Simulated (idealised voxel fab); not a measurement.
process module | voxel wiring stack
cross-section cut | 205 nm wide | cells 5 nm
A cross-section is a grid of square cells, given in bands from the top down. A band is one or more rows of cells.
Each band's line starts with the height of the band's top and of its bottom, in nm. Then come its materials from left to right, each with its width in nm. One material with "throughout" fills the band from edge to edge. "air" is empty space.
Height 0 is the level under which the wafer as received is all one material. The lowest band goes on downwards, as in "0 down".
A width such as "30 to 40" changes by the same amount from each row of cells to the next, from the band's top row to its bottom row.
"no change" after a step means that no cell of the cross-section changed.
closed voids: empty space of 8 cells or more with no open way to the top, each as width x height at its distance from the left edge, in nm
after a step's settings: what the simulator itself notes on the step
overlay nm, on a step with a mask: how far to the right of its planned place the mask lay; to the left if negative
plan
1 op RECEIVE | material Si
2 op CONFORMAL_DEP | material SiO2 | thk nm 15
3 op DIRECTIONAL_DEP | material TiN | thk nm 5
4 op DIRECTIONAL_DEP | material W | thk nm 20
5 op DIRECTIONAL_DEP | material aC | thk nm 10
6 op PATTERN | tone cover | mask id METAL_1 | material resist | width nm 20 | pitch nm 35 | thk nm 30 | overlay nm 0
7 op DIRECTIONAL_ETCH | etch materials aC | depth nm 10
8 op STRIP | etch materials resist
9 op DIRECTIONAL_ETCH | etch materials W | depth nm 20
10 op DIRECTIONAL_ETCH | etch materials TiN | depth nm 5
11 op STRIP | etch materials aC
12 op CONFORMAL_DEP | material SiN | thk nm 5
13 op FILL_DEP | material SiO2 | thk nm 5
14 op CMP | height nm 40
15 op CONFORMAL_DEP | material SiCN | thk nm 5
16 op DIRECTIONAL_DEP | material lowk | thk nm 30
17 op MASKED_ETCH | tone open | mask id METAL_2_HOLES | width nm 15 | pitch nm 70 | etch materials lowk | depth nm 30 | overlay nm 0
18 op PATTERN | tone open | mask id METAL_2 | material resist | width nm 20 | pitch nm 35 | thk nm 20 | overlay nm 0
19 op DIRECTIONAL_ETCH | etch materials lowk | depth nm 15
20 op DIRECTIONAL_ETCH | etch materials SiCN | depth nm 5
21 op STRIP | etch materials resist
22 op CONFORMAL_DEP | material TiN | thk nm 5
23 op FILL_DEP | material Ru | thk nm 5
24 op CMP | height nm 75
25 op CONFORMAL_DEP | material SiCN | thk nm 5
26 op DIRECTIONAL_DEP | material SiO2 | thk nm 35
27 op DIRECTIONAL_DEP | material aC | thk nm 15
28 op PATTERN | tone open | mask id METAL_3 | material resist | width nm 20 | pitch nm 35 | thk nm 30 | overlay nm 0
29 op DIRECTIONAL_ETCH | etch materials aC | depth nm 15
30 op STRIP | etch materials resist
31 op DIRECTIONAL_ETCH | etch materials SiO2 | depth nm 20
32 op STRIP | etch materials aC
33 op MASKED_ETCH | tone open | mask id METAL_3_HOLES | width nm 15 | pitch nm 70 | etch materials SiO2 | depth nm 15 | overlay nm 0
34 op MASKED_ETCH | tone open | mask id METAL_3_HOLES | width nm 15 | pitch nm 70 | etch materials SiCN | depth nm 5 | overlay nm 0
35 op CONFORMAL_DEP | material TiN | thk nm 5
36 op FILL_DEP | material Ru | thk nm 5
37 op CMP | height nm 115
38 op CONFORMAL_DEP | material SiCN | thk nm 5
39 op DIRECTIONAL_DEP | material SiO2 | thk nm 35
40 op DIRECTIONAL_DEP | material aC | thk nm 10
41 op PATTERN | tone open | mask id METAL_4 | material resist | width nm 20 | pitch nm 35 | thk nm 25 | overlay nm 0
42 op DIRECTIONAL_ETCH | etch materials aC | depth nm 10
43 op STRIP | etch materials resist
44 op DIRECTIONAL_ETCH | etch materials SiO2 | depth nm 20
45 op STRIP | etch materials aC
46 op PATTERN | tone open | mask id METAL_4_HOLES | material resist | width nm 15 | pitch nm 70 | thk nm 20 | overlay nm 0
47 op DIRECTIONAL_ETCH | etch materials SiO2 | depth nm 15
48 op DIRECTIONAL_ETCH | etch materials SiCN | depth nm 5
49 op STRIP | etch materials resist
50 op CONFORMAL_DEP | material TiN | thk nm 5
51 op FILL_DEP | material Cu | thk nm 10
52 op CMP | height nm 155
53 op CONFORMAL_DEP | material SiCN | thk nm 5
as received, after step 1
  0 down: Si throughout
  closed voids: none
a wafer at the end: this start, this plan, one mistake
  160 to 155: SiCN throughout
  155 to 145: Cu throughout
  145 to 140: TiN 45 | Cu 10 | TiN 25 | Cu 10 | TiN 25 | Cu 10 | TiN 25 | Cu 10 | TiN 45
  140 to 135: SiO2 40 | TiN 20 | SiO2 15 | TiN 5 | Cu 10 | TiN 5 | SiO2 15 | TiN 20 | SiO2 15 | TiN 5 | Cu 10 | TiN 5 | SiO2 40
  135 to 120: SiO2 55 | TiN 5 | SiO2 15 | TiN 5 | Cu 10 | TiN 5 | SiO2 30 | TiN 5 | SiO2 15 | TiN 5 | Cu 10 | TiN 5 | SiO2 40
  120 to 115: SiCN 55 | TiN 5 | SiCN 15 | TiN 20 | SiCN 30 | TiN 5 | SiCN 15 | TiN 20 | SiCN 40
  115 to 100: SiO2 40 | TiN 5 | Ru 10 | TiN 5 | SiO2 15 | TiN 5 | Ru 10 | TiN 5 | SiO2 15 | TiN 5 | Ru 10 | TiN 5 | SiO2 15 | TiN 5 | Ru 10 | TiN 5 | SiO2 40
  100 to 95: SiO2 40 | TiN 5 | Ru 5 | TiN 10 | SiO2 15 | TiN 20 | SiO2 15 | TiN 5 | Ru 5 | TiN 10 | SiO2 15 | TiN 20 | SiO2 40
  95 to 80: SiO2 40 | TiN 5 | Ru 5 | TiN 5 | SiO2 55 | TiN 5 | Ru 5 | TiN 5 | SiO2 80
  80 to 75: SiCN 40 | TiN 15 | SiCN 55 | TiN 15 | SiCN 80
  75 to 65: lowk 40 | TiN 5 | Ru 10 | TiN 5 | lowk 15 | TiN 5 | Ru 10 | TiN 5 | lowk 15 | TiN 5 | Ru 10 | TiN 5 | lowk 15 | TiN 5 | Ru 10 | TiN 5 | lowk 40
  65 to 60: lowk 40 | TiN 5 | Ru 5 | TiN 10 | lowk 15 | TiN 20 | lowk 15 | TiN 5 | Ru 5 | TiN 10 | lowk 15 | TiN 20 | lowk 40
  60 to 45: lowk 40 | TiN 5 | Ru 5 | TiN 5 | lowk 55 | TiN 5 | Ru 5 | TiN 5 | lowk 80
  45 to 40: SiCN 40 | TiN 15 | SiCN 55 | TiN 15 | SiCN 80
  40 to 20: SiO2 35 | SiN 5 | W 20 | SiN 5 | SiO2 5 | SiN 5 | W 20 | SiN 5 | SiO2 5 | SiN 5 | W 20 | SiN 5 | SiO2 5 | SiN 5 | W 20 | SiN 5 | SiO2 35
  20 to 15: SiN 40 | TiN 20 | SiN 15 | TiN 20 | SiN 15 | TiN 20 | SiN 15 | TiN 20 | SiN 40
  15 to 0: SiO2 throughout
  0 down: Si throughout
  closed voids: none
what went wrong: step 46 ran as: op PATTERN | tone cover | mask id METAL_4_HOLES | material resist | width nm 15 | pitch nm 70 | thk nm 20 | overlay nm 0
